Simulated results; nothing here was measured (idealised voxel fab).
Process module name: voxel local oxidation
It is cross-section cut that appears here, measuring 255 nm in width, its square cells being 5 nm in size.
A cross-section is written here as square cells arranged in a grid, and it is given in bands from the top down, each band taking up one or more rows of cells.
Band entry format. Leading values: height of top, height of bottom, nm. Remainder: materials in left-to-right order, each with its width in nm. Special words: "edge to edge" on a single material, which then fills the band edge to edge; "empty", empty space.
All heights in this document are referenced to 0, defined as the level beneath which the wafer, as received, consists entirely of one material. The lowest band is not bounded below; it extends indefinitely downward and is written in the form "0 down".
Top row gets the first number, bottom row gets the second, and each row in between changes by the same step: that is how a band width like "30..40" works.
You'll sometimes find "changes: none" written for a step, and that's the way of saying that nowhere in the cross-section did a cell change during that step.
In "Internal closed voids" the enclosed voids are listed, meaning empty spaces of 8 cells or larger without any opening to the top. The form is width x height at distance, distance from the left edge, units nm.
If you see something after the settings on a step's line, that's the simulator's own remark about that step.
Each step line may optionally specify "overlay nm", which for a step with a mask gives the rightward distance between the mask's planned place and where it lay, a negative value indicating the leftward direction.
[The steps planned for the process are as follows]
1: op RECEIVE | material Si
2: op CONFORMAL_DEP | material SiO2 | thk nm 5
3: op CONFORMAL_DEP | material SiN | thk nm 10
4: op PATTERN | tone cover | mask id ACTIVE | material resist | width nm 95 | pitch nm 120 | thk nm 20 | overlay nm 0
5: op DIRECTIONAL_ETCH | etch materials SiN | depth nm 10
6: op STRIP | etch materials resist
7: op SELECTIVE_ETCH | etch materials SiO2 | depth nm 5
8: op OXIDIZE | depth nm 10
9: op STRIP | etch materials SiN
[The cross-section here shows the wafer as received, i.e. in its state after step 1]
- 0 down  Si edge to edge
- Internal closed voids: none
[Same starting wafer, same plan as above, one mistake in the execution; this is the cross-section at the end of the module]
- 5 to 0  20 nm empty | 95 nm SiO2 | 25 nm empty | 95 nm SiO2 | 20 nm empty
- 0 to -10  30 nm SiO2 | 75 nm Si | 45 nm SiO2 | 75 nm Si | 30 nm SiO2
- -10 down  Si edge to edge
- Internal closed voids: none
What was done differently from what was planned? note that step 4 departed from the planned setting and was carried out as op PATTERN | tone cover | mask id ACTIVE | material resist | width nm 105 | pitch nm 120 | thk nm 20 | overlay nm 0
